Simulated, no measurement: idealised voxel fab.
Documented hereafter: the process module known as voxel plated lines.
FYI the section here is cut, 235 nm wide, cells are 5 nm squares.
For the purposes of this document, a cross-section shall be understood as a grid of square cells, specified as bands listed in top-to-bottom order, each band consisting of one or more rows of cells.
Look at the band entry: it leads with the top's height and the bottom's height in nm. Then it lists the materials left to right, with a width in nm for each. The word "throughout" on a single material says that material fills the band edge to edge. The word "empty" is empty space.
For the purposes of this specification, 0 denotes the height below which the wafer in its as-received condition is composed wholly of one material, and the lowermost band, lacking a lower limit, extends downward without end, as expressed in "0..down".
Read "30..40" as a graded width: first number on top, second number at the bottom, same change between each pair of neighbouring rows.
The cross-section has no changed cell in any step marked "changes: none".
Listed in "Enclosed void list": every empty space of 8 or more cells without an open way to the top. Form: width x height at distance, the distance being from the left edge, all in nm.
Post-settings text on a step line: simulator's own remark regarding the step.
overlay nm: where the mask lay relative to plan, measured to the right, on steps with a mask; negatives go left.

Planned process steps:
1 RECEIVE, material Si
2 CONFORMAL_DEP, material SiO2, thk nm 15
3 DIRECTIONAL_DEP, material TiN, thk nm 5
4 PATTERN, tone open, mask id LINES, material resist, width nm 15, pitch nm 35, thk nm 35, overlay nm 0
5 EPI, material Ru, thk nm 5
6 EPI, material Ru, thk nm 10
7 EPI, material Ru, thk nm 5
8 STRIP, etch materials resist
9 DIRECTIONAL_ETCH, etch materials TiN, depth nm 5
10 CONFORMAL_DEP, material SiN, thk nm 5

So this is the incoming wafer in cross-section - it's already been through step 1:
0..down: Si throughout
Enclosed void list: none

Post-module cross-section: identical start and plan to those above, one misstep in execution:
55..50: 85 nm empty; 25 nm SiN; 10 nm empty; 25 nm SiN; 90 nm empty
50..20: 85 nm empty; 5 nm SiN; 15 nm Ru; 5 nm SiN; 10 nm empty; 5 nm SiN; 15 nm Ru; 5 nm SiN; 90 nm empty
20..15: 90 nm SiN; 15 nm TiN; 20 nm SiN; 15 nm TiN; 95 nm SiN
15..0: SiO2 throughout
0..down: Si throughout
Enclosed void list: none
Short version of what went wrong: step 6 of the plan was executed twice over
